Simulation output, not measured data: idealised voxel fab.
The process module that follows is named voxel transistor to metal.
Square cell edge 5 nm, section width 290 nm, ID cut.
Heads up, the way a cross-section reads in here is a grid of square cells, handed over as bands from the top down, with every band being one or more rows of cells.
Within each band entry, the heights of the top and of the bottom of the band appear first, in that order and in nm; the materials of the band then follow from left to right, each with its corresponding width in nm. The designation "edge to edge" on a single material indicates that it fills the band from edge to edge; the designation "blank" indicates empty space.
Measure heights from 0. That's the level where, below it, the as-received wafer is all one material. The lowest band is bottomless and extends downward; write it as in "z 0 and below".
With a width like "30 to 40", each row of cells in the band differs from the next by the same amount, the top row carrying the first number and the bottom row the second.
"remained the same" for a step: no cell of the cross-section changed in that step.
Closed internal voids: empty space of 8 cells or more with no open way to the top, each as width x height at its distance from the left edge, in nm
Past the settings on a step's line: simulator remark, on that step.
A step's line can hold "overlay nm"; with a mask on that step, the setting says how far right of the planned place the mask lay, while a negative setting says it lay to the left.

Here's what the planned process steps look like
1 RECEIVE,material Si
2 OXIDIZE,depth nm 5
3 CONFORMAL_DEP,material SiN,thk nm 15
4 DIRECTIONAL_DEP,material aC,thk nm 15
5 PATTERN,tone cover,mask id ACTIVE,material resist,width nm 105,pitch nm 125,thk nm 30,overlay nm 0
6 DIRECTIONAL_ETCH,etch materials aC,depth nm 15
7 STRIP,etch materials resist
8 DIRECTIONAL_ETCH,etch materials SiN,depth nm 15
9 DIRECTIONAL_ETCH,etch materials SiO2,depth nm 5
10 DIRECTIONAL_ETCH,etch materials Si,depth nm 25
11 STRIP,etch materials aC
12 OXIDIZE,depth nm 5
13 FILL_DEP,material SiO2,thk nm 10
14 CMP,height nm 15
15 SELECTIVE_ETCH,etch materials SiO2,depth nm 15
16 STRIP,etch materials SiN
17 SELECTIVE_ETCH,etch materials SiO2,depth nm 5
18 OXIDIZE,depth nm 5
19 DIRECTIONAL_DEP,material polySi,thk nm 20
20 DIRECTIONAL_DEP,material SiCN,thk nm 10
21 MASKED_ETCH,tone cover,mask id GATE,width nm 25,pitch nm 125,etch materials SiCN,depth nm 20,overlay nm 0
22 MASKED_ETCH,tone cover,mask id GATE,width nm 25,pitch nm 125,etch materials polySi,depth nm 30,overlay nm 0
23 CONFORMAL_DEP,material SiO2,thk nm 5
24 DIRECTIONAL_ETCH,etch materials SiO2,depth nm 5
25 CONFORMAL_DEP,material SiN,thk nm 10
26 DIRECTIONAL_ETCH,etch materials SiN,depth nm 10
27 DIRECTIONAL_ETCH,etch materials SiO2,depth nm 5
28 DIRECTIONAL_ETCH,etch materials Si,depth nm 15
29 EPI,material nSi,thk nm 20
30 FILL_DEP,material SiO2,thk nm 10
31 CMP,height nm 25
32 DIRECTIONAL_DEP,material SiO2,thk nm 15
33 MASKED_ETCH,tone open,mask id CONTACT,width nm 20,etch materials SiO2,depth nm 30,overlay nm 0
34 CONFORMAL_DEP,material TiN,thk nm 5
35 FILL_DEP,material Ru,thk nm 5
36 CMP,height nm 40
37 CONFORMAL_DEP,material SiCN,thk nm 5
38 DIRECTIONAL_DEP,material SiO2,thk nm 25
39 DIRECTIONAL_DEP,material aC,thk nm 10
40 PATTERN,tone open,mask id METAL_1,material resist,width nm 20,thk nm 30,overlay nm 0
41 DIRECTIONAL_ETCH,etch materials aC,depth nm 10
42 STRIP,etch materials resist
43 DIRECTIONAL_ETCH,etch materials SiO2,depth nm 25
44 DIRECTIONAL_ETCH,etch materials SiCN,depth nm 5
45 STRIP,etch materials aC
46 CONFORMAL_DEP,material TiN,thk nm 5
47 FILL_DEP,material Cu,thk nm 10
48 CMP,height nm 70
49 CONFORMAL_DEP,material SiCN,thk nm 5
50 DIRECTIONAL_DEP,material SiO2,thk nm 25
51 PATTERN,tone open,mask id METAL_2,material resist,width nm 20,pitch nm 125,thk nm 20,overlay nm 0
52 DIRECTIONAL_ETCH,etch materials SiO2,depth nm 15
53 STRIP,etch materials resist
54 DIRECTIONAL_DEP,material aC,thk nm 15
55 PATTERN,tone open,mask id METAL_2_HOLES,material resist,width nm 15,pitch nm 125,thk nm 30,overlay nm 0
56 DIRECTIONAL_ETCH,etch materials aC,depth nm 15
57 STRIP,etch materials resist
58 DIRECTIONAL_ETCH,etch materials SiO2,depth nm 10
59 DIRECTIONAL_ETCH,etch materials SiCN,depth nm 5
60 STRIP,etch materials aC
61 CONFORMAL_DEP,material TiN,thk nm 5
62 FILL_DEP,material Ru,thk nm 10
63 CMP,height nm 100
64 CONFORMAL_DEP,material SiCN,thk nm 5
Every wafer here starts from the same state; it is the step 55 width nm that distinguishes them, and the value the plan gives belongs to the first wafer.

The first of several wafers in cross-section, exactly as it reached us after step 1
    z 0 and below = Si edge to edge
    Closed internal voids: none

The rows of the table below are wafers. Looking at the end of the module, a row counts, for every material, the cells the wafer has gained, shown as (+), or lost, shown as (-), since it was received; its closed voids come next
width nm 15 | +40 Cu | +54 Ru | -264 Si | +172 SiCN | +48 SiN | +872 SiO2 | +140 TiN | +116 nSi | +40 polySi | Closed internal voids: none
width nm 20 | +40 Cu | +60 Ru | -264 Si | +170 SiCN | +48 SiN | +868 SiO2 | +140 TiN | +116 nSi | +40 polySi | Closed internal voids: none
width nm 25 | +40 Cu | +62 Ru | -264 Si | +170 SiCN | +48 SiN | +864 SiO2 | +142 TiN | +116 nSi | +40 polySi | Closed internal voids: none
width nm 30 | +40 Cu | +64 Ru | -264 Si | +170 SiCN | +48 SiN | +860 SiO2 | +144 TiN | +116 nSi | +40 polySi | Closed internal voids: none
